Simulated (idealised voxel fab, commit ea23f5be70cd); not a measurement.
Module name: voxel transistor to metal (process module)
The cross-section shown here is cut; it is 190 nm wide and divided into square cells measuring 5 nm on a side.
How to read a cross-section here: the picture is a grid of square cells, written as bands going from the top down, and any band can span one or more rows of cells. In this notation a band is specified by the heights of its top and bottom, in that order and in nm, after which its materials appear from left to right, each paired with its width in nm. The word "full width" attached to a single material means that material fills the band from edge to edge; the word "air" stands for empty space. For the purposes of this specification, 0 denotes the height below which the wafer in its as-received condition is composed wholly of one material, and the lowermost band, lacking a lower limit, extends downward without end, as expressed in "from 0 down". When a width is written as two numbers, as in "30->40", the first number is the width in the top row of cells of the band and the second is the width in its bottom row, and the width changes by the same amount from each row to the next. Key: "nothing changed" - step with no changed cell in the cross-section. Entry "Trapped cavities" = empty spaces >= 8 cells with no open way to the top; each as width x height at distance, distance from left edge, all nm. Step line, after settings: the simulator's comment on this step. On any step carrying a mask, the "overlay nm" setting, if present on the step's line, tells how far right of its planned place the mask lay; negative values point to the left. Read each pair as before and after one process step. The after cross-section shows only down to the lowest band that changed. The step between them and its settings are given below the pair. Pairs can come from different runs of this module on the same starting wafer. A pair continues from the pair above only where its "before" entry says so.

# before
* from 40 to 30 | 80 air / 25 aC / 85 air
* from 30 to 20 | 80 air / 25 SiCN / 85 air
* from 20 to -5 | 80 air / 25 polySi / 85 air
* from -5 to -10 | SiO2 full width
* from -10 to -35 | 40 SiO2 / 115 Si / 35 SiO2
* from -35 down | Si full width
* Trapped cavities: none

# Post-Step Snapshot
* from 30 to 20 | 80 air / 25 SiCN / 85 air
* Rest of section, below 20: as before.
* Trapped cavities: none
The before and after cross-sections above differ by one step: STRIP: etch materials aC

before: starting point is the after cross-section of the pair just above.

# Post-Step Snapshot
* from 35 to 30 | 75 air / 35 SiO2 / 80 air
* from 30 to 20 | 75 air / 5 SiO2 / 25 SiCN / 5 SiO2 / 80 air
* from 20 to 0 | 75 air / 5 SiO2 / 25 polySi / 5 SiO2 / 80 air
* from 0 to -5 | 80 SiO2 / 25 polySi / 85 SiO2
* Rest of section, below -5: as before.
* Trapped cavities: none
The before and after cross-sections above differ by one step: CONFORMAL_DEP: material SiO2, thk nm 5

before: starting point is the after cross-section of the pair just above.

# Post-Step Snapshot
* from 30 to 20 | 75 air / 5 SiO2 / 25 SiCN / 5 SiO2 / 80 air
* from 20 to -5 | 75 air / 5 SiO2 / 25 polySi / 5 SiO2 / 80 air
* Rest of section, below -5: as before.
* Trapped cavities: none
The before and after cross-sections above differ by one step: DIRECTIONAL_ETCH: etch materials SiO2, depth nm 5

before: starting point is the after cross-section of the pair just above.

# Post-Step Snapshot
* from 35 to 30 | 70 air / 45 SiN / 75 air
* from 30 to 20 | 70 air / 5 SiN / 5 SiO2 / 25 SiCN / 5 SiO2 / 5 SiN / 75 air
* from 20 to 0 | 70 air / 5 SiN / 5 SiO2 / 25 polySi / 5 SiO2 / 5 SiN / 75 air
* from 0 to -5 | 75 SiN / 5 SiO2 / 25 polySi / 5 SiO2 / 80 SiN
* Rest of section, below -5: as before.
* Trapped cavities: none
The before and after cross-sections above differ by one step: CONFORMAL_DEP: material SiN, thk nm 5

before: starting point is the after cross-section of the pair just above.

# Post-Step Snapshot
* from 30 to 20 | 70 air / 5 SiN / 5 SiO2 / 25 SiCN / 5 SiO2 / 5 SiN / 75 air
* from 20 to -5 | 70 air / 5 SiN / 5 SiO2 / 25 polySi / 5 SiO2 / 5 SiN / 75 air
* Rest of section, below -5: as before.
* Trapped cavities: none
The before and after cross-sections above differ by one step: DIRECTIONAL_ETCH: etch materials SiN, depth nm 5

before: starting point is the after cross-section of the pair just above.

# Post-Step Snapshot
* from 30 to 25 | 70 air / 5 SiN / 5 air / 25 SiCN / 5 air / 5 SiN / 75 air
* from 25 to 20 | 70 air / 5 SiN / 5 SiO2 / 25 SiCN / 5 SiO2 / 5 SiN / 75 air
* from 20 to -5 | 70 air / 5 SiN / 5 SiO2 / 25 polySi / 5 SiO2 / 5 SiN / 75 air
* from -5 to -10 | 70 air / 45 SiO2 / 75 air
* Rest of section, below -10: as before.
* Trapped cavities: none
The before and after cross-sections above differ by one step: DIRECTIONAL_ETCH: etch materials SiO2, depth nm 5

before: starting point is the after cross-section of the pair just above.

# Post-Step Snapshot
* from 30 to 25 | 70 air / 5 SiN / 5 air / 25 SiCN / 5 air / 5 SiN / 75 air
* from 25 to 20 | 70 air / 5 SiN / 5 SiO2 / 25 SiCN / 5 SiO2 / 5 SiN / 75 air
* from 20 to -5 | 70 air / 5 SiN / 5 SiO2 / 25 polySi / 5 SiO2 / 5 SiN / 75 air
* from -5 to -10 | 70 air / 45 SiO2 / 75 air
* from -10 to -20 | 40 SiO2 / 30 air / 45 Si / 40 air / 35 SiO2
* Rest of section, below -20: as before.
* Trapped cavities: none
The before and after cross-sections above differ by one step: DIRECTIONAL_ETCH: etch materials Si, depth nm 10

before: starting point is the after cross-section of the pair just above.

# Post-Step Snapshot
* from 30 to 25 | 70 air / 5 SiN / 5 air / 25 SiCN / 5 air / 5 SiN / 75 air
* from 25 to 20 | 70 air / 5 SiN / 5 SiO2 / 25 SiCN / 5 SiO2 / 5 SiN / 75 air
* from 20 to 0 | 70 air / 5 SiN / 5 SiO2 / 25 polySi / 5 SiO2 / 5 SiN / 75 air
* from 0 to -5 | 60 air / 10 SiGe / 5 SiN / 5 SiO2 / 25 polySi / 5 SiO2 / 5 SiN / 10 SiGe / 65 air
* from -5 to -10 | 60 air / 10 SiGe / 45 SiO2 / 10 SiGe / 65 air
* from -10 to -20 | 40 SiO2 / 30 SiGe / 45 Si / 40 SiGe / 35 SiO2
* Rest of section, below -20: as before.
* Trapped cavities: none
The before and after cross-sections above differ by one step: EPI: material SiGe, thk nm 10

before: starting point is the after cross-section of the pair just above.

# Post-Step Snapshot
* from 35 to 30 | SiO2 full width
* from 30 to 20 | 70 SiO2 / 5 SiN / 5 SiO2 / 25 SiCN / 5 SiO2 / 5 SiN / 75 SiO2
* from 20 to 0 | 70 SiO2 / 5 SiN / 5 SiO2 / 25 polySi / 5 SiO2 / 5 SiN / 75 SiO2
* from 0 to -5 | 60 SiO2 / 10 SiGe / 5 SiN / 5 SiO2 / 25 polySi / 5 SiO2 / 5 SiN / 10 SiGe / 65 SiO2
* from -5 to -10 | 60 SiO2 / 10 SiGe / 45 SiO2 / 10 SiGe / 65 SiO2
* Rest of section, below -10: as before.
* Trapped cavities: none
The before and after cross-sections above differ by one step: FILL_DEP: material SiO2, thk nm 5

before: starting point is the after cross-section of the pair just above.

# Post-Step Snapshot
* from 30 to 20 | 70 SiO2 / 5 SiN / 5 SiO2 / 25 SiCN / 5 SiO2 / 5 SiN / 75 SiO2
* Rest of section, below 20: as before.
* Trapped cavities: none
The before and after cross-sections above differ by one step: CMP: height nm 30

before: starting point is the after cross-section of the pair just above.

# Post-Step Snapshot
* from 45 to 30 | SiO2 full width
* Rest of section, below 30: as before.
* Trapped cavities: none
The before and after cross-sections above differ by one step: DIRECTIONAL_DEP: material SiO2, thk nm 15

before: starting point is the after cross-section of the pair just above.

# Post-Step Snapshot
* from 60 to 45 | aC full width
* Rest of section, below 45: as before.
* Trapped cavities: none
The before and after cross-sections above differ by one step: DIRECTIONAL_DEP: material aC, thk nm 15

before: starting point is the after cross-section of the pair just above.

# Post-Step Snapshot
* from 90 to 60 | 45 resist / 30 air / 35 resist / 30 air / 50 resist
* Rest of section, below 60: as before.
* Trapped cavities: none
The before and after cross-sections above differ by one step: PATTERN: tone open, mask id CONTACT, material resist, width nm 30, pitch nm 65, thk nm 30, overlay nm 0

before: starting point is the after cross-section of the pair just above.

# Post-Step Snapshot
* from 75 to 60 | 45 resist / 30 air / 35 resist / 30 air / 50 resist
* from 60 to 45 | 45 aC / 30 air / 35 aC / 30 air / 50 aC
* Rest of section, below 45: as before.
* Trapped cavities: none
The before and after cross-sections above differ by one step: DIRECTIONAL_ETCH: etch materials aC, depth nm 15

before: starting point is the after cross-section of the pair just above.

# Post-Step Snapshot
* from 60 to 45 | 45 aC / 30 air / 35 aC / 30 air / 50 aC
* Rest of section, below 45: as before.
* Trapped cavities: none
The before and after cross-sections above differ by one step: STRIP: etch materials resist

before: starting point is the after cross-section of the pair just above.

# Post-Step Snapshot
* from 60 to 45 | 45 aC / 30 air / 35 aC / 30 air / 50 aC
* from 45 to 30 | 45 SiO2 / 30 air / 35 SiO2 / 30 air / 50 SiO2
* from 30 to 20 | 45 SiO2 / 25 air / 5 SiN / 5 SiO2 / 25 SiCN / 5 SiO2 / 5 SiN / 25 air / 50 SiO2
* from 20 to 0 | 45 SiO2 / 25 air / 5 SiN / 5 SiO2 / 25 polySi / 5 SiO2 / 5 SiN / 25 air / 50 SiO2
* from 0 to -5 | 45 SiO2 / 15 air / 10 SiGe / 5 SiN / 5 SiO2 / 25 polySi / 5 SiO2 / 5 SiN / 10 SiGe / 15 air / 50 SiO2
* from -5 to -10 | 45 SiO2 / 15 air / 10 SiGe / 45 SiO2 / 10 SiGe / 15 air / 50 SiO2
* Rest of section, below -10: as before.
* Trapped cavities: none
The before and after cross-sections above differ by one step: DIRECTIONAL_ETCH: etch materials SiO2, depth nm 55

before: starting point is the after cross-section of the pair just above.

# Post-Step Snapshot
* from 45 to 30 | 45 SiO2 / 30 air / 35 SiO2 / 30 air / 50 SiO2
* Rest of section, below 30: as before.
* Trapped cavities: none
The before and after cross-sections above differ by one step: STRIP: etch materials aC

before: starting point is the after cross-section of the pair just above.

# Post-Step Snapshot
* from 50 to 45 | 50 TiN / 20 air / 45 TiN / 20 air / 55 TiN
* from 45 to 35 | 45 SiO2 / 5 TiN / 20 air / 5 TiN / 35 SiO2 / 5 TiN / 20 air / 5 TiN / 50 SiO2
* from 35 to 30 | 45 SiO2 / 5 TiN / 15 air / 10 TiN / 35 SiO2 / 10 TiN / 15 air / 5 TiN / 50 SiO2
* from 30 to 20 | 45 SiO2 / 5 TiN / 15 air / 5 TiN / 5 SiN / 5 SiO2 / 25 SiCN / 5 SiO2 / 5 SiN / 5 TiN / 15 air / 5 TiN / 50 SiO2
* from 20 to 5 | 45 SiO2 / 5 TiN / 15 air / 5 TiN / 5 SiN / 5 SiO2 / 25 polySi / 5 SiO2 / 5 SiN / 5 TiN / 15 air / 5 TiN / 50 SiO2
* from 5 to 0 | 45 SiO2 / 5 TiN / 5 air / 15 TiN / 5 SiN / 5 SiO2 / 25 polySi / 5 SiO2 / 5 SiN / 15 TiN / 5 air / 5 TiN / 50 SiO2
* from 0 to -5 | 45 SiO2 / 5 TiN / 5 air / 5 TiN / 10 SiGe / 5 SiN / 5 SiO2 / 25 polySi / 5 SiO2 / 5 SiN / 10 SiGe / 5 TiN / 5 air / 5 TiN / 50 SiO2
* from -5 to -10 | 45 SiO2 / 15 TiN / 10 SiGe / 45 SiO2 / 10 SiGe / 15 TiN / 50 SiO2
* Rest of section, below -10: as before.
* Trapped cavities: none
The before and after cross-sections above differ by one step: CONFORMAL_DEP: material TiN, thk nm 5

before: starting point is the after cross-section of the pair just above.

# Post-Step Snapshot
* from 55 to 50 | Ru full width
* from 50 to 45 | 50 TiN / 20 Ru / 45 TiN / 20 Ru / 55 TiN
* from 45 to 35 | 45 SiO2 / 5 TiN / 20 Ru / 5 TiN / 35 SiO2 / 5 TiN / 20 Ru / 5 TiN / 50 SiO2
* from 35 to 30 | 45 SiO2 / 5 TiN / 15 Ru / 10 TiN / 35 SiO2 / 10 TiN / 15 Ru / 5 TiN / 50 SiO2
* from 30 to 20 | 45 SiO2 / 5 TiN / 15 Ru / 5 TiN / 5 SiN / 5 SiO2 / 25 SiCN / 5 SiO2 / 5 SiN / 5 TiN / 15 Ru / 5 TiN / 50 SiO2
* from 20 to 5 | 45 SiO2 / 5 TiN / 15 Ru / 5 TiN / 5 SiN / 5 SiO2 / 25 polySi / 5 SiO2 / 5 SiN / 5 TiN / 15 Ru / 5 TiN / 50 SiO2
* from 5 to 0 | 45 SiO2 / 5 TiN / 5 Ru / 15 TiN / 5 SiN / 5 SiO2 / 25 polySi / 5 SiO2 / 5 SiN / 15 TiN / 5 Ru / 5 TiN / 50 SiO2
* from 0 to -5 | 45 SiO2 / 5 TiN / 5 Ru / 5 TiN / 10 SiGe / 5 SiN / 5 SiO2 / 25 polySi / 5 SiO2 / 5 SiN / 10 SiGe / 5 TiN / 5 Ru / 5 TiN / 50 SiO2
* Rest of section, below -5: as before.
* Trapped cavities: none
The before and after cross-sections above differ by one step: FILL_DEP: material Ru, thk nm 5

before: starting point is the after cross-section of the pair just above.

# Post-Step Snapshot
* from 45 to 35 | 45 SiO2 / 5 TiN / 20 Ru / 5 TiN / 35 SiO2 / 5 TiN / 20 Ru / 5 TiN / 50 SiO2
* Rest of section, below 35: as before.
* Trapped cavities: none
The before and after cross-sections above differ by one step: CMP: height nm 45

before: starting point is the after cross-section of the pair just above.

# Post-Step Snapshot
* from 50 to 45 | TiN full width
* Rest of section, below 45: as before.
* Trapped cavities: none
The before and after cross-sections above differ by one step: DIRECTIONAL_DEP: material TiN, thk nm 5

before: starting point is the after cross-section of the pair just above.

# Post-Step Snapshot
* from 75 to 50 | Ru full width
* Rest of section, below 50: as before.
* Trapped cavities: none
The before and after cross-sections above differ by one step: DIRECTIONAL_DEP: material Ru, thk nm 25

before: starting point is the after cross-section of the pair just above.

# Post-Step Snapshot
* from 90 to 75 | 45 air / 20 resist / 55 air / 20 resist / 50 air
* Rest of section, below 75: as before.
* Trapped cavities: none
The before and after cross-sections above differ by one step: PATTERN: tone cover, mask id METAL_1, material resist, width nm 20, pitch nm 75, thk nm 15, overlay nm 0

before: starting point is the after cross-section of the pair just above.

# Post-Step Snapshot
* from 90 to 75 | 45 air / 20 resist / 55 air / 20 resist / 50 air
* from 75 to 50 | 45 air / 20 Ru / 55 air / 20 Ru / 50 air
* Rest of section, below 50: as before.
* Trapped cavities: none
The before and after cross-sections above differ by one step: DIRECTIONAL_ETCH: etch materials Ru, depth nm 25

before: starting point is the after cross-section of the pair just above.

# Post-Step Snapshot
* from 90 to 75 | 45 air / 20 resist / 55 air / 20 resist / 50 air
* from 75 to 50 | 45 air / 20 Ru / 55 air / 20 Ru / 50 air
* from 50 to 45 | 45 air / 20 TiN / 55 air / 20 TiN / 50 air
* Rest of section, below 45: as before.
* Trapped cavities: none
The before and after cross-sections above differ by one step: DIRECTIONAL_ETCH: etch materials TiN, depth nm 5

before: starting point is the after cross-section of the pair just above.

# Post-Step Snapshot
* from 75 to 50 | 45 air / 20 Ru / 55 air / 20 Ru / 50 air
* Rest of section, below 50: as before.
* Trapped cavities: none
The before and after cross-sections above differ by one step: STRIP: etch materials resist

before: starting point is the after cross-section of the pair just above.

# Post-Step Snapshot
* from 85 to 75 | lowk full width
* from 75 to 50 | 45 lowk / 20 Ru / 55 lowk / 20 Ru / 50 lowk
* from 50 to 45 | 45 lowk / 20 TiN / 55 lowk / 20 TiN / 50 lowk
* Rest of section, below 45: as before.
* Trapped cavities: none
The before and after cross-sections above differ by one step: FILL_DEP: material lowk, thk nm 10

before: starting point is the after cross-section of the pair just above.

# Post-Step Snapshot
* from 75 to 50 | 45 lowk / 20 Ru / 55 lowk / 20 Ru / 50 lowk
* Rest of section, below 50: as before.
* Trapped cavities: none
The before and after cross-sections above differ by one step: CMP: height nm 75

before: starting point is the after cross-section of the pair just above.

# Post-Step Snapshot
* from 80 to 75 | SiCN full width
* Rest of section, below 75: as before.
* Trapped cavities: none
The before and after cross-sections above differ by one step: CONFORMAL_DEP: material SiCN, thk nm 5

before: starting point is the after cross-section of the pair just above.

# Post-Step Snapshot
* from 105 to 80 | SiO2 full width
* Rest of section, below 80: as before.
* Trapped cavities: none
The before and after cross-sections above differ by one step: DIRECTIONAL_DEP: material SiO2, thk nm 25

before: starting point is the after cross-section of the pair just above.

# Post-Step Snapshot
* from 125 to 105 | 45 resist / 20 air / 55 resist / 20 air / 50 resist
* Rest of section, below 105: as before.
* Trapped cavities: none
The before and after cross-sections above differ by one step: PATTERN: tone open, mask id METAL_2, material resist, width nm 20, pitch nm 75, thk nm 20, overlay nm 0

before: starting point is the after cross-section of the pair just above.

# Post-Step Snapshot
* from 125 to 105 | 45 resist / 20 air / 55 resist / 20 air / 50 resist
* from 105 to 90 | 45 SiO2 / 20 air / 55 SiO2 / 20 air / 50 SiO2
* Rest of section, below 90: as before.
* Trapped cavities: none
The before and after cross-sections above differ by one step: DIRECTIONAL_ETCH: etch materials SiO2, depth nm 15

before: starting point is the after cross-section of the pair just above.

# Post-Step Snapshot
* from 105 to 90 | 45 SiO2 / 20 air / 55 SiO2 / 20 air / 50 SiO2
* Rest of section, below 90: as before.
* Trapped cavities: none
The before and after cross-sections above differ by one step: STRIP: etch materials resist

before: starting point is the after cross-section of the pair just above.

# Post-Step Snapshot
* from 120 to 105 | 45 aC / 20 air / 55 aC / 20 air / 50 aC
* from 105 to 90 | 45 SiO2 / 20 aC / 55 SiO2 / 20 aC / 50 SiO2
* Rest of section, below 90: as before.
* Trapped cavities: none
The before and after cross-sections above differ by one step: DIRECTIONAL_DEP: material aC, thk nm 15

before: starting point is the after cross-section of the pair just above.

# Post-Step Snapshot
* from 155 to 120 | 45 resist / 15 air / 60 resist / 15 air / 55 resist
* from 120 to 105 | 45 aC / 15 air / 5 resist / 55 aC / 15 air / 5 resist / 50 aC
* Rest of section, below 105: as before.
* Trapped cavities: none
The before and after cross-sections above differ by one step: PATTERN: tone open, mask id METAL_2_HOLES, material resist, width nm 15, pitch nm 75, thk nm 35, overlay nm 0

before: starting point is the after cross-section of the pair just above.

# Post-Step Snapshot
* from 140 to 120 | 45 resist / 15 air / 60 resist / 15 air / 55 resist
* from 120 to 105 | 45 aC / 15 air / 5 resist / 55 aC / 15 air / 5 resist / 50 aC
* from 105 to 90 | 45 SiO2 / 15 air / 5 aC / 55 SiO2 / 15 air / 5 aC / 50 SiO2
* Rest of section, below 90: as before.
* Trapped cavities: none
The before and after cross-sections above differ by one step: DIRECTIONAL_ETCH: etch materials aC, depth nm 15

before: starting point is the after cross-section of the pair just above.

# Post-Step Snapshot
* from 120 to 105 | 45 aC / 20 air / 55 aC / 20 air / 50 aC
* Rest of section, below 105: as before.
* Trapped cavities: none
The before and after cross-sections above differ by one step: STRIP: etch materials resist

before: starting point is the after cross-section of the pair just above.

# Post-Step Snapshot
* from 120 to 105 | 45 aC / 20 air / 55 aC / 20 air / 50 aC
* from 105 to 90 | 45 SiO2 / 15 air / 5 aC / 55 SiO2 / 15 air / 5 aC / 50 SiO2
* from 90 to 80 | 45 SiO2 / 15 air / 60 SiO2 / 15 air / 55 SiO2
* Rest of section, below 80: as before.
* Trapped cavities: none
The before and after cross-sections above differ by one step: DIRECTIONAL_ETCH: etch materials SiO2, depth nm 10

before: starting point is the after cross-section of the pair just above.

# Post-Step Snapshot
* from 120 to 105 | 45 aC / 20 air / 55 aC / 20 air / 50 aC
* from 105 to 90 | 45 SiO2 / 15 air / 5 aC / 55 SiO2 / 15 air / 5 aC / 50 SiO2
* from 90 to 80 | 45 SiO2 / 15 air / 60 SiO2 / 15 air / 55 SiO2
* from 80 to 75 | 45 SiCN / 15 air / 60 SiCN / 15 air / 55 SiCN
* Rest of section, below 75: as before.
* Trapped cavities: none
The before and after cross-sections above differ by one step: DIRECTIONAL_ETCH: etch materials SiCN, depth nm 5

before: starting point is the after cross-section of the pair just above.

# Post-Step Snapshot
* from 105 to 90 | 45 SiO2 / 20 air / 55 SiO2 / 20 air / 50 SiO2
* Rest of section, below 90: as before.
* Trapped cavities: none
The before and after cross-sections above differ by one step: STRIP: etch materials aC

before: starting point is the after cross-section of the pair just above.

# Post-Step Snapshot
* from 110 to 105 | 50 TiN / 10 air / 65 TiN / 10 air / 55 TiN
* from 105 to 95 | 45 SiO2 / 5 TiN / 10 air / 5 TiN / 55 SiO2 / 5 TiN / 10 air / 5 TiN / 50 SiO2
* from 95 to 90 | 45 SiO2 / 5 TiN / 5 air / 10 TiN / 55 SiO2 / 5 TiN / 5 air / 10 TiN / 50 SiO2
* from 90 to 80 | 45 SiO2 / 5 TiN / 5 air / 5 TiN / 60 SiO2 / 5 TiN / 5 air / 5 TiN / 55 SiO2
* from 80 to 75 | 45 SiCN / 15 TiN / 60 SiCN / 15 TiN / 55 SiCN
* Rest of section, below 75: as before.
* Trapped cavities: none
The before and after cross-sections above differ by one step: CONFORMAL_DEP: material TiN, thk nm 5

before: starting point is the after cross-section of the pair just above.

# Post-Step Snapshot
* from 115 to 110 | Cu full width
* from 110 to 105 | 50 TiN / 10 Cu / 65 TiN / 10 Cu / 55 TiN
* from 105 to 95 | 45 SiO2 / 5 TiN / 10 Cu / 5 TiN / 55 SiO2 / 5 TiN / 10 Cu / 5 TiN / 50 SiO2
* from 95 to 90 | 45 SiO2 / 5 TiN / 5 Cu / 10 TiN / 55 SiO2 / 5 TiN / 5 Cu / 10 TiN / 50 SiO2
* from 90 to 80 | 45 SiO2 / 5 TiN / 5 Cu / 5 TiN / 60 SiO2 / 5 TiN / 5 Cu / 5 TiN / 55 SiO2
* Rest of section, below 80: as before.
* Trapped cavities: none
The before and after cross-sections above differ by one step: FILL_DEP: material Cu, thk nm 5

before: starting point is the after cross-section of the pair just above.

# Post-Step Snapshot
* from 105 to 95 | 45 SiO2 / 5 TiN / 10 Cu / 5 TiN / 55 SiO2 / 5 TiN / 10 Cu / 5 TiN / 50 SiO2
* Rest of section, below 95: as before.
* Trapped cavities: none
The before and after cross-sections above differ by one step: CMP: height nm 105

before: starting point is the after cross-section of the pair just above.

# Post-Step Snapshot
* from 110 to 105 | SiCN full width
* Rest of section, below 105: as before.
* Trapped cavities: none
The before and after cross-sections above differ by one step: CONFORMAL_DEP: material SiCN, thk nm 5

# before
* from 30 to 20 | 70 SiO2 / 5 SiN / 5 SiO2 / 25 SiCN / 5 SiO2 / 5 SiN / 75 SiO2
* from 20 to 0 | 70 SiO2 / 5 SiN / 5 SiO2 / 25 polySi / 5 SiO2 / 5 SiN / 75 SiO2
* from 0 to -5 | 60 SiO2 / 10 SiGe / 5 SiN / 5 SiO2 / 25 polySi / 5 SiO2 / 5 SiN / 10 SiGe / 65 SiO2
* from -5 to -10 | 60 SiO2 / 10 SiGe / 45 SiO2 / 10 SiGe / 65 SiO2
* from -10 to -20 | 35 SiO2 / 35 SiGe / 45 Si / 35 SiGe / 40 SiO2
* from -20 to -35 | 35 SiO2 / 115 Si / 40 SiO2
* from -35 down | Si full width
* Trapped cavities: none

# Post-Step Snapshot
* from 45 to 30 | polySi full width
* Rest of section, below 30: as before.
* Trapped cavities: none
The before and after cross-sections above differ by one step: DIRECTIONAL_DEP: material polySi, thk nm 15

before: starting point is the after cross-section of the pair just above.

# Post-Step Snapshot
* from 60 to 45 | aC full width
* Rest of section, below 45: as before.
* Trapped cavities: none
The before and after cross-sections above differ by one step: DIRECTIONAL_DEP: material aC, thk nm 15

before: starting point is the after cross-section of the pair just above.

# Post-Step Snapshot
* from 90 to 60 | 45 resist / 30 air / 35 resist / 30 air / 50 resist
* Rest of section, below 60: as before.
* Trapped cavities: none
The before and after cross-sections above differ by one step: PATTERN: tone open, mask id CONTACT, material resist, width nm 30, pitch nm 65, thk nm 30, overlay nm 0

before: starting point is the after cross-section of the pair just above.

# Post-Step Snapshot
* from 75 to 60 | 45 resist / 30 air / 35 resist / 30 air / 50 resist
* from 60 to 45 | 45 aC / 30 air / 35 aC / 30 air / 50 aC
* Rest of section, below 45: as before.
* Trapped cavities: none
The before and after cross-sections above differ by one step: DIRECTIONAL_ETCH: etch materials aC, depth nm 15

before: starting point is the after cross-section of the pair just above.

# Post-Step Snapshot
* from 60 to 45 | 45 aC / 30 air / 35 aC / 30 air / 50 aC
* Rest of section, below 45: as before.
* Trapped cavities: none
The before and after cross-sections above differ by one step: STRIP: etch materials resist

before: starting point is the after cross-section of the pair just above.

# Post-Step Snapshot
* from 45 to 30 | polySi full width
* Rest of section, below 30: as before.
* Trapped cavities: none
The before and after cross-sections above differ by one step: STRIP: etch materials aC

before: starting point is the after cross-section of the pair just above.

# Post-Step Snapshot
* from 50 to 45 | TiN full width
* Rest of section, below 45: as before.
* Trapped cavities: none
The before and after cross-sections above differ by one step: CONFORMAL_DEP: material TiN, thk nm 5

before: starting point is the after cross-section of the pair just above.

# Post-Step Snapshot
* from 55 to 50 | Ru full width
* Rest of section, below 50: as before.
* Trapped cavities: none
The before and after cross-sections above differ by one step: FILL_DEP: material Ru, thk nm 5

before: starting point is the after cross-section of the pair just above.

# Post-Step Snapshot
* from 45 to 30 | polySi full width
* Rest of section, below 30: as before.
* Trapped cavities: none
The before and after cross-sections above differ by one step: CMP: height nm 45

before: starting point is the after cross-section of the pair just above.

# Post-Step Snapshot
* from 50 to 45 | TiN full width
* Rest of section, below 45: as before.
* Trapped cavities: none
The before and after cross-sections above differ by one step: DIRECTIONAL_DEP: material TiN, thk nm 5

before: starting point is the after cross-section of the pair just above.

# Post-Step Snapshot
* from 75 to 50 | Ru full width
* Rest of section, below 50: as before.
* Trapped cavities: none
The before and after cross-sections above differ by one step: DIRECTIONAL_DEP: material Ru, thk nm 25

before: starting point is the after cross-section of the pair just above.

# Post-Step Snapshot
* from 90 to 75 | 45 air / 20 resist / 55 air / 20 resist / 50 air
* Rest of section, below 75: as before.
* Trapped cavities: none
The before and after cross-sections above differ by one step: PATTERN: tone cover, mask id METAL_1, material resist, width nm 20, pitch nm 75, thk nm 15, overlay nm 0

before: starting point is the after cross-section of the pair just above.

# Post-Step Snapshot
* from 90 to 75 | 45 air / 20 resist / 55 air / 20 resist / 50 air
* from 75 to 50 | 45 air / 20 Ru / 55 air / 20 Ru / 50 air
* Rest of section, below 50: as before.
* Trapped cavities: none
The before and after cross-sections above differ by one step: DIRECTIONAL_ETCH: etch materials Ru, depth nm 25

before: starting point is the after cross-section of the pair just above.

# Post-Step Snapshot
* from 90 to 75 | 45 air / 20 resist / 55 air / 20 resist / 50 air
* from 75 to 50 | 45 air / 20 Ru / 55 air / 20 Ru / 50 air
* from 50 to 45 | 45 air / 20 TiN / 55 air / 20 TiN / 50 air
* Rest of section, below 45: as before.
* Trapped cavities: none
The before and after cross-sections above differ by one step: DIRECTIONAL_ETCH: etch materials TiN, depth nm 5

before: starting point is the after cross-section of the pair just above.

# Post-Step Snapshot
* from 75 to 50 | 45 air / 20 Ru / 55 air / 20 Ru / 50 air
* Rest of section, below 50: as before.
* Trapped cavities: none
The before and after cross-sections above differ by one step: STRIP: etch materials resist

before: starting point is the after cross-section of the pair just above.

# Post-Step Snapshot
* from 85 to 75 | lowk full width
* from 75 to 50 | 45 lowk / 20 Ru / 55 lowk / 20 Ru / 50 lowk
* from 50 to 45 | 45 lowk / 20 TiN / 55 lowk / 20 TiN / 50 lowk
* Rest of section, below 45: as before.
* Trapped cavities: none
The before and after cross-sections above differ by one step: FILL_DEP: material lowk, thk nm 10

before: starting point is the after cross-section of the pair just above.

# Post-Step Snapshot
* from 75 to 50 | 45 lowk / 20 Ru / 55 lowk / 20 Ru / 50 lowk
* Rest of section, below 50: as before.
* Trapped cavities: none
The before and after cross-sections above differ by one step: CMP: height nm 75

before: starting point is the after cross-section of the pair just above.

# Post-Step Snapshot
* from 80 to 75 | SiCN full width
* Rest of section, below 75: as before.
* Trapped cavities: none
The before and after cross-sections above differ by one step: CONFORMAL_DEP: material SiCN, thk nm 5

before: starting point is the after cross-section of the pair just above.

# Post-Step Snapshot
* from 105 to 80 | SiO2 full width
* Rest of section, below 80: as before.
* Trapped cavities: none
The before and after cross-sections above differ by one step: DIRECTIONAL_DEP: material SiO2, thk nm 25

before: starting point is the after cross-section of the pair just above.

# Post-Step Snapshot
* from 125 to 105 | 45 resist / 20 air / 55 resist / 20 air / 50 resist
* Rest of section, below 105: as before.
* Trapped cavities: none
The before and after cross-sections above differ by one step: PATTERN: tone open, mask id METAL_2, material resist, width nm 20, pitch nm 75, thk nm 20, overlay nm 0

before: starting point is the after cross-section of the pair just above.

# Post-Step Snapshot
* from 125 to 105 | 45 resist / 20 air / 55 resist / 20 air / 50 resist
* from 105 to 90 | 45 SiO2 / 20 air / 55 SiO2 / 20 air / 50 SiO2
* Rest of section, below 90: as before.
* Trapped cavities: none
The before and after cross-sections above differ by one step: DIRECTIONAL_ETCH: etch materials SiO2, depth nm 15

before: starting point is the after cross-section of the pair just above.

# Post-Step Snapshot
* from 105 to 90 | 45 SiO2 / 20 air / 55 SiO2 / 20 air / 50 SiO2
* Rest of section, below 90: as before.
* Trapped cavities: none
The before and after cross-sections above differ by one step: STRIP: etch materials resist

before: starting point is the after cross-section of the pair just above.

# Post-Step Snapshot
* from 120 to 105 | 45 aC / 20 air / 55 aC / 20 air / 50 aC
* from 105 to 90 | 45 SiO2 / 20 aC / 55 SiO2 / 20 aC / 50 SiO2
* Rest of section, below 90: as before.
* Trapped cavities: none
The before and after cross-sections above differ by one step: DIRECTIONAL_DEP: material aC, thk nm 15

before: starting point is the after cross-section of the pair just above.

# Post-Step Snapshot
* from 155 to 120 | 45 resist / 15 air / 60 resist / 15 air / 55 resist
* from 120 to 105 | 45 aC / 15 air / 5 resist / 55 aC / 15 air / 5 resist / 50 aC
* Rest of section, below 105: as before.
* Trapped cavities: none
The before and after cross-sections above differ by one step: PATTERN: tone open, mask id METAL_2_HOLES, material resist, width nm 15, pitch nm 75, thk nm 35, overlay nm 0

before: starting point is the after cross-section of the pair just above.

# Post-Step Snapshot
* from 140 to 120 | 45 resist / 15 air / 60 resist / 15 air / 55 resist
* from 120 to 105 | 45 aC / 15 air / 5 resist / 55 aC / 15 air / 5 resist / 50 aC
* from 105 to 90 | 45 SiO2 / 15 air / 5 aC / 55 SiO2 / 15 air / 5 aC / 50 SiO2
* Rest of section, below 90: as before.
* Trapped cavities: none
The before and after cross-sections above differ by one step: DIRECTIONAL_ETCH: etch materials aC, depth nm 15

before: starting point is the after cross-section of the pair just above.

# Post-Step Snapshot
* from 120 to 105 | 45 aC / 20 air / 55 aC / 20 air / 50 aC
* Rest of section, below 105: as before.
* Trapped cavities: none
The before and after cross-sections above differ by one step: STRIP: etch materials resist
